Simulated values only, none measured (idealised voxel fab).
Module name: voxel wiring stack (process module)
Xsec cut, 210 nm wide, square cell size 5 nm.
How to read a cross-section here: the picture is a grid of square cells, written as bands going from the top down, and any band can span one or more rows of cells.
Read a band's entry like this: the first values are the height of its top and the height of its bottom in nm, and what follows is the sequence of materials from left to right, each with its width in nm. Note that "air" is empty space, and that a single material marked "everywhere" reaches across the band from edge to edge.
Ref level 0: as-received wafer is one material below here. Bottom band extends down with no lower bound ("0 and below").
Top row gets the first number, bottom row gets the second, and each row in between changes by the same step: that is how a band width like "30 to 40" works.
Key: "left unchanged" - step with no changed cell in the cross-section.
For the entry "Completely sealed voids", the listed items are empty spaces with no open way to the top whose size is 8 cells or more; each item follows the pattern width x height at distance, where distance is from the left edge and all three are in nm.
after a step's settings: what the simulator itself notes on the step
overlay nm: where the mask lay relative to plan, measured to the right, on steps with a mask; negatives go left.
So here's the lineup of process steps we planned:
1 RECEIVE, material Si
2 CONFORMAL_DEP, material SiO2, thk nm 15
3 DIRECTIONAL_DEP, material TiN, thk nm 5
4 DIRECTIONAL_DEP, material Ru, thk nm 20
5 MASKED_ETCH, tone cover, mask id METAL_1, width nm 30, pitch nm 60, etch materials Ru, depth nm 20, overlay nm 0
6 MASKED_ETCH, tone cover, mask id METAL_1, width nm 30, pitch nm 60, etch materials TiN, depth nm 5, overlay nm 0
7 CONFORMAL_DEP, material SiCN, thk nm 5
8 FILL_DEP, material SiO2, thk nm 5
9 CMP, height nm 40
10 CONFORMAL_DEP, material SiCN, thk nm 5
11 DIRECTIONAL_DEP, material SiO2, thk nm 10
12 MASKED_ETCH, tone open, mask id PLUG_1, width nm 15, etch materials SiO2, depth nm 10, overlay nm 0
13 MASKED_ETCH, tone open, mask id PLUG_1, width nm 15, etch materials SiCN, depth nm 5, overlay nm 0
14 EPI, material Ru, thk nm 10
15 EPI, material Ru, thk nm 5
16 CONFORMAL_DEP, material SiN, thk nm 5
17 DIRECTIONAL_DEP, material lowk, thk nm 20
18 MASKED_ETCH, tone open, mask id METAL_2, width nm 30, pitch nm 60, etch materials lowk, depth nm 20, overlay nm 0
19 MASKED_ETCH, tone open, mask id METAL_2, width nm 30, pitch nm 60, etch materials SiN, depth nm 5, overlay nm 0
20 CONFORMAL_DEP, material TiN, thk nm 5
21 FILL_DEP, material Cu, thk nm 10
22 CMP, height nm 80
23 EPI, material Ru, thk nm 5
24 FILL_DEP, material SiCN, thk nm 5
Concerning the first of two wafers, which was run in accordance with the plan:
Wafer as received: cross-section following step 1:
  0 and below | Si everywhere
  Completely sealed voids: none
State of the wafer after step 2, shown in cross-section:
  15 down to 0 | SiO2 everywhere
  Lower than 0, everything is as it was.
State of the wafer after step 3, shown in cross-section:
  20 down to 15 | TiN everywhere
  Lower than 15, everything is as it was.
State of the wafer after step 4, shown in cross-section:
  40 down to 20 | Ru everywhere
  Lower than 20, everything is as it was.
State of the wafer after step 5, shown in cross-section:
  40 down to 20 | air=60, then Ru=30, then air=30, then Ru=30, then air=60
  Lower than 20, everything is as it was.
State of the wafer after step 6, shown in cross-section:
  40 down to 20 | air=60, then Ru=30, then air=30, then Ru=30, then air=60
  20 down to 15 | air=60, then TiN=30, then air=30, then TiN=30, then air=60
  Lower than 15, everything is as it was.
State of the wafer after step 7, shown in cross-section:
  45 down to 40 | air=55, then SiCN=40, then air=20, then SiCN=40, then air=55
  40 down to 20 | air=55, then SiCN=5, then Ru=30, then SiCN=5, then air=20, then SiCN=5, then Ru=30, then SiCN=5, then air=55
  20 down to 15 | SiCN=60, then TiN=30, then SiCN=30, then TiN=30, then SiCN=60
  Lower than 15, everything is as it was.
State of the wafer after step 8, shown in cross-section:
  50 down to 45 | SiO2 everywhere
  45 down to 40 | SiO2=55, then SiCN=40, then SiO2=20, then SiCN=40, then SiO2=55
  40 down to 20 | SiO2=55, then SiCN=5, then Ru=30, then SiCN=5, then SiO2=20, then SiCN=5, then Ru=30, then SiCN=5, then SiO2=55
  Lower than 20, everything is as it was.
State of the wafer after step 9, shown in cross-section:
  40 down to 20 | SiO2=55, then SiCN=5, then Ru=30, then SiCN=5, then SiO2=20, then SiCN=5, then Ru=30, then SiCN=5, then SiO2=55
  Lower than 20, everything is as it was.
State of the wafer after step 10, shown in cross-section:
  45 down to 40 | SiCN everywhere
  Lower than 40, everything is as it was.
State of the wafer after step 11, shown in cross-section:
  55 down to 45 | SiO2 everywhere
  Lower than 45, everything is as it was.
State of the wafer after step 12, shown in cross-section:
  55 down to 45 | SiO2=60, then air=15, then SiO2=135
  Lower than 45, everything is as it was.
State of the wafer after step 13, shown in cross-section:
  55 down to 45 | SiO2=60, then air=15, then SiO2=135
  45 down to 40 | SiCN=60, then air=15, then SiCN=135
  Lower than 40, everything is as it was.
State of the wafer after step 14, shown in cross-section:
  55 down to 50 | SiO2=60, then air=15, then SiO2=135
  50 down to 45 | SiO2=60, then Ru=15, then SiO2=135
  45 down to 40 | SiCN=60, then Ru=15, then SiCN=135
  Lower than 40, everything is as it was.
State of the wafer after step 15, shown in cross-section:
  55 down to 45 | SiO2=60, then Ru=15, then SiO2=135
  Lower than 45, everything is as it was.
State of the wafer after step 16, shown in cross-section:
  60 down to 55 | SiN everywhere
  Lower than 55, everything is as it was.
State of the wafer after step 17, shown in cross-section:
  80 down to 60 | lowk everywhere
  Lower than 60, everything is as it was.
State of the wafer after step 18, shown in cross-section:
  80 down to 60 | lowk=60, then air=30, then lowk=30, then air=30, then lowk=60
  Lower than 60, everything is as it was.
State of the wafer after step 19, shown in cross-section:
  80 down to 60 | lowk=60, then air=30, then lowk=30, then air=30, then lowk=60
  60 down to 55 | SiN=60, then air=30, then SiN=30, then air=30, then SiN=60
  Lower than 55, everything is as it was.
State of the wafer after step 20, shown in cross-section:
  85 down to 80 | TiN=65, then air=20, then TiN=40, then air=20, then TiN=65
  80 down to 60 | lowk=60, then TiN=5, then air=20, then TiN=5, then lowk=30, then TiN=5, then air=20, then TiN=5, then lowk=60
  60 down to 55 | SiN=60, then TiN=30, then SiN=30, then TiN=30, then SiN=60
  Lower than 55, everything is as it was.
State of the wafer after step 21, shown in cross-section:
  95 down to 85 | Cu everywhere
  85 down to 80 | TiN=65, then Cu=20, then TiN=40, then Cu=20, then TiN=65
  80 down to 60 | lowk=60, then TiN=5, then Cu=20, then TiN=5, then lowk=30, then TiN=5, then Cu=20, then TiN=5, then lowk=60
  Lower than 60, everything is as it was.
State of the wafer after step 22, shown in cross-section:
  80 down to 60 | lowk=60, then TiN=5, then Cu=20, then TiN=5, then lowk=30, then TiN=5, then Cu=20, then TiN=5, then lowk=60
  Lower than 60, everything is as it was.
State of the wafer after step 23, shown in cross-section:
  85 down to 80 | air=55, then Ru=40, then air=20, then Ru=40, then air=55
  Lower than 80, everything is as it was.
State of the wafer after step 24, shown in cross-section:
  90 down to 85 | SiCN everywhere
  85 down to 80 | SiCN=55, then Ru=40, then SiCN=20, then Ru=40, then SiCN=55
  Lower than 80, everything is as it was.
The remaining wafer, second of the two, started like the first and was run to the same plan, except that one mistake was made along the way; the two coincide through step 4, inclusive:
Cross-section of the second wafer when, according to plan, step 5 should have finished:
  40 down to 20 | Ru=60, then air=30, then Ru=30, then air=30, then Ru=60
  Lower than 20, everything is as it was.
Cross-section of the second wafer when, according to plan, step 6 should have finished: left unchanged
Cross-section of the second wafer when, according to plan, step 7 should have finished:
  45 down to 40 | SiCN=65, then air=20, then SiCN=40, then air=20, then SiCN=65
  40 down to 25 | Ru=60, then SiCN=5, then air=20, then SiCN=5, then Ru=30, then SiCN=5, then air=20, then SiCN=5, then Ru=60
  25 down to 20 | Ru=60, then SiCN=30, then Ru=30, then SiCN=30, then Ru=60
  Lower than 20, everything is as it was.
Cross-section of the second wafer when, according to plan, step 8 should have finished:
  50 down to 45 | SiO2 everywhere
  45 down to 40 | SiCN=65, then SiO2=20, then SiCN=40, then SiO2=20, then SiCN=65
  40 down to 25 | Ru=60, then SiCN=5, then SiO2=20, then SiCN=5, then Ru=30, then SiCN=5, then SiO2=20, then SiCN=5, then Ru=60
  Lower than 25, everything is as it was.
Cross-section of the second wafer when, according to plan, step 9 should have finished:
  40 down to 25 | Ru=60, then SiCN=5, then SiO2=20, then SiCN=5, then Ru=30, then SiCN=5, then SiO2=20, then SiCN=5, then Ru=60
  Lower than 25, everything is as it was.
Cross-section of the second wafer when, according to plan, step 10 should have finished:
  45 down to 40 | SiCN everywhere
  Lower than 40, everything is as it was.
Cross-section of the second wafer when, according to plan, step 11 should have finished:
  55 down to 45 | SiO2 everywhere
  Lower than 45, everything is as it was.
Cross-section of the second wafer when, according to plan, step 12 should have finished:
  55 down to 45 | SiO2=60, then air=15, then SiO2=135
  Lower than 45, everything is as it was.
Cross-section of the second wafer when, according to plan, step 13 should have finished:
  55 down to 45 | SiO2=60, then air=15, then SiO2=135
  45 down to 40 | SiCN=60, then air=15, then SiCN=135
  Lower than 40, everything is as it was.
Cross-section of the second wafer when, according to plan, step 14 should have finished: left unchanged
Cross-section of the second wafer when, according to plan, step 15 should have finished: left unchanged
Cross-section of the second wafer when, according to plan, step 16 should have finished:
  60 down to 55 | SiN=65, then air=5, then SiN=140
  55 down to 45 | SiO2=60, then SiN=5, then air=5, then SiN=5, then SiO2=135
  45 down to 40 | SiCN=60, then SiN=15, then SiCN=135
  Lower than 40, everything is as it was.
Cross-section of the second wafer when, according to plan, step 17 should have finished:
  80 down to 65 | lowk=65, then air=5, then lowk=140
  65 down to 60 | lowk everywhere
  60 down to 55 | SiN=65, then lowk=5, then SiN=140
  55 down to 45 | SiO2=60, then SiN=5, then lowk=5, then SiN=5, then SiO2=135
  Lower than 45, everything is as it was.
Cross-section of the second wafer when, according to plan, step 18 should have finished:
  80 down to 60 | lowk=60, then air=30, then lowk=30, then air=30, then lowk=60
  60 down to 55 | SiN=65, then air=5, then SiN=140
  55 down to 45 | SiO2=60, then SiN=5, then air=5, then SiN=5, then SiO2=135
  Lower than 45, everything is as it was.
Cross-section of the second wafer when, according to plan, step 19 should have finished:
  80 down to 60 | lowk=60, then air=30, then lowk=30, then air=30, then lowk=60
  60 down to 55 | SiN=60, then air=30, then SiN=30, then air=30, then SiN=60
  55 down to 45 | SiO2=60, then SiN=5, then air=5, then SiN=5, then SiO2=135
  45 down to 40 | SiCN=60, then SiN=5, then air=5, then SiN=5, then SiCN=135
  Lower than 40, everything is as it was.
Cross-section of the second wafer when, according to plan, step 20 should have finished:
  85 down to 80 | TiN=65, then air=20, then TiN=40, then air=20, then TiN=65
  80 down to 60 | lowk=60, then TiN=5, then air=20, then TiN=5, then lowk=30, then TiN=5, then air=20, then TiN=5, then lowk=60
  60 down to 55 | SiN=60, then TiN=30, then SiN=30, then TiN=30, then SiN=60
  55 down to 45 | SiO2=60, then SiN=5, then TiN=5, then SiN=5, then SiO2=135
  45 down to 40 | SiCN=60, then SiN=5, then TiN=5, then SiN=5, then SiCN=135
  Lower than 40, everything is as it was.
Cross-section of the second wafer when, according to plan, step 21 should have finished:
  95 down to 85 | Cu everywhere
  85 down to 80 | TiN=65, then Cu=20, then TiN=40, then Cu=20, then TiN=65
  80 down to 60 | lowk=60, then TiN=5, then Cu=20, then TiN=5, then lowk=30, then TiN=5, then Cu=20, then TiN=5, then lowk=60
  Lower than 60, everything is as it was.
Cross-section of the second wafer when, according to plan, step 22 should have finished:
  80 down to 60 | lowk=60, then TiN=5, then Cu=20, then TiN=5, then lowk=30, then TiN=5, then Cu=20, then TiN=5, then lowk=60
  Lower than 60, everything is as it was.
Cross-section of the second wafer when, according to plan, step 23 should have finished:
  85 down to 80 | air=55, then Ru=40, then air=20, then Ru=40, then air=55
  Lower than 80, everything is as it was.
Cross-section of the second wafer when, according to plan, step 24 should have finished:
  90 down to 85 | SiCN everywhere
  85 down to 80 | SiCN=55, then Ru=40, then SiCN=20, then Ru=40, then SiCN=55
  Lower than 80, everything is as it was.
So what did we get wrong on this run? step 5 did not use the planned setting and instead ran as MASKED_ETCH, tone open, mask id METAL_1, width nm 30, pitch nm 60, etch materials Ru, depth nm 20, overlay nm 0
At the finish, the second wafer shows more or fewer cells for some materials than the first does: +63 Ru; -22 SiCN; +6 SiN; -80 SiO2; +33 TiN
